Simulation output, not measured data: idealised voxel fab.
Name of the process module below: voxel capacitor over wiring
FYI the section here is cut, 205 nm wide, cells are 5 nm squares.
A cross-section in this document is a grid of square cells, and it is written down as bands, the top band listed before the ones below it; a band is made up of one or more rows of cells.
Look at the band entry: it leads with the top's height and the bottom's height in nm. Then it lists the materials left to right, with a width in nm for each. The word "throughout" on a single material says that material fills the band edge to edge. The word "empty" is empty space.
The level at which height equals 0 is the one under which the wafer, as it arrives, is entirely one material. No lower edge exists for the bottom band, which continues downward and is notated as in "from 0 down".
It should be noted that a width expressed as "30..40" varies in equal increments from row to row of cells within the band, taking the value of the first number at the top row and that of the second number at the bottom row.
For the purposes of this document, the phrase "identical to before" attached to a step denotes that no cell within the cross-section was modified by that step.
"Closed void inventory" contains a list of empty spaces, each no smaller than 8 cells and without an open way to the top, written in the form width x height at distance with the distance from the left edge and all three in nm.
The remark found on a step's line after its settings is issued by the simulator itself and pertains to that step.
When a step includes a mask, the "overlay nm" setting on its line states how far to the right of its planned place that mask lay, and negative values state how far to the left.
STEPS PLANNED FOR THE PROCESS
- 1: RECEIVE with material Si
- 2: CONFORMAL_DEP with material SiO2, thk nm 15
- 3: CONFORMAL_DEP with material SiCN, thk nm 5
- 4: DIRECTIONAL_DEP with material lowk, thk nm 25
- 5: MASKED_ETCH with tone open, mask id METAL_1, width nm 25, pitch nm 90, etch materials lowk, depth nm 25, overlay nm 0
- 6: MASKED_ETCH with tone open, mask id METAL_1, width nm 25, pitch nm 90, etch materials SiCN, depth nm 5, overlay nm 0
- 7: CONFORMAL_DEP with material TiN, thk nm 5
- 8: FILL_DEP with material Cu, thk nm 5
- 9: CMP with height nm 45
- 10: CONFORMAL_DEP with material SiCN, thk nm 5
- 11: DIRECTIONAL_DEP with material lowk, thk nm 10
- 12: DIRECTIONAL_DEP with material aC, thk nm 15
- 13: PATTERN with tone open, mask id PLUG_1, material resist, width nm 15, thk nm 30, overlay nm 0
- 14: DIRECTIONAL_ETCH with etch materials aC, depth nm 15
- 15: STRIP with etch materials resist
- 16: DIRECTIONAL_ETCH with etch materials lowk, depth nm 10
- 17: DIRECTIONAL_ETCH with etch materials SiCN, depth nm 5
- 18: STRIP with etch materials aC
- 19: EPI with material Ru, thk nm 10
- 20: EPI with material Ru, thk nm 5
- 21: DIRECTIONAL_DEP with material TiN, thk nm 5
- 22: DIRECTIONAL_DEP with material SiN, thk nm 5
- 23: DIRECTIONAL_DEP with material TiN, thk nm 5
- 24: PATTERN with tone cover, mask id UPPER_PLATE, material resist, width nm 70, thk nm 15, overlay nm 0
- 25: DIRECTIONAL_ETCH with etch materials TiN, depth nm 5
- 26: DIRECTIONAL_ETCH with etch materials SiN, depth nm 5
- 27: STRIP with etch materials resist
- 28: DIRECTIONAL_DEP with material aC, thk nm 15
- 29: PATTERN with tone cover, mask id LOWER_PLATE, material resist, width nm 80, thk nm 35, overlay nm 0
- 30: DIRECTIONAL_ETCH with etch materials aC, depth nm 15
- 31: STRIP with etch materials resist
- 32: DIRECTIONAL_ETCH with etch materials TiN, depth nm 5
- 33: STRIP with etch materials aC
- 34: FILL_DEP with material SiO2, thk nm 20
- 35: CMP with height nm 90
- 36: DIRECTIONAL_DEP with material aC, thk nm 15
- 37: PATTERN with tone open, mask id PLUG_2, material resist, width nm 15, thk nm 35, overlay nm 0
- 38: DIRECTIONAL_ETCH with etch materials aC, depth nm 15
- 39: STRIP with etch materials resist
- 40: DIRECTIONAL_ETCH with etch materials SiO2, depth nm 15
- 41: STRIP with etch materials aC
- 42: CONFORMAL_DEP with material TiN, thk nm 5
- 43: FILL_DEP with material Cu, thk nm 10
- 44: CMP with height nm 90
- 45: CONFORMAL_DEP with material SiCN, thk nm 5
CROSS-SECTION: WAFER ON ARRIVAL = AFTER STEP 1
    from 0 down  Si throughout
    Closed void inventory: none
SAME STARTING WAFER, SAME PLAN AS ABOVE, ONE MISTAKE IN THE EXECUTION; THIS IS THE CROSS-SECTION AT THE END OF THE MODULE
    from 95 to 90  SiCN throughout
    from 90 to 80  65 nm SiO2 / 5 nm TiN / 5 nm Cu / 5 nm TiN / 125 nm SiO2
    from 80 to 75  65 nm SiO2 / 15 nm TiN / 125 nm SiO2
    from 75 to 70  SiO2 throughout
    from 70 to 65  55 nm SiO2 / 70 nm TiN / 80 nm SiO2
    from 65 to 60  55 nm SiO2 / 70 nm SiN / 80 nm SiO2
    from 60 to 50  55 nm lowk / 15 nm Ru / 135 nm lowk
    from 50 to 45  55 nm SiCN / 15 nm Ru / 135 nm SiCN
    from 45 to 20  45 nm lowk / 5 nm TiN / 15 nm Cu / 5 nm TiN / 65 nm lowk / 5 nm TiN / 15 nm Cu / 5 nm TiN / 45 nm lowk
    from 20 to 15  45 nm SiCN / 25 nm TiN / 65 nm SiCN / 25 nm TiN / 45 nm SiCN
    from 15 to 0  SiO2 throughout
    from 0 down  Si throughout
    Closed void inventory: none
what went wrong: step 21 of the plan never got run, it was skipped over
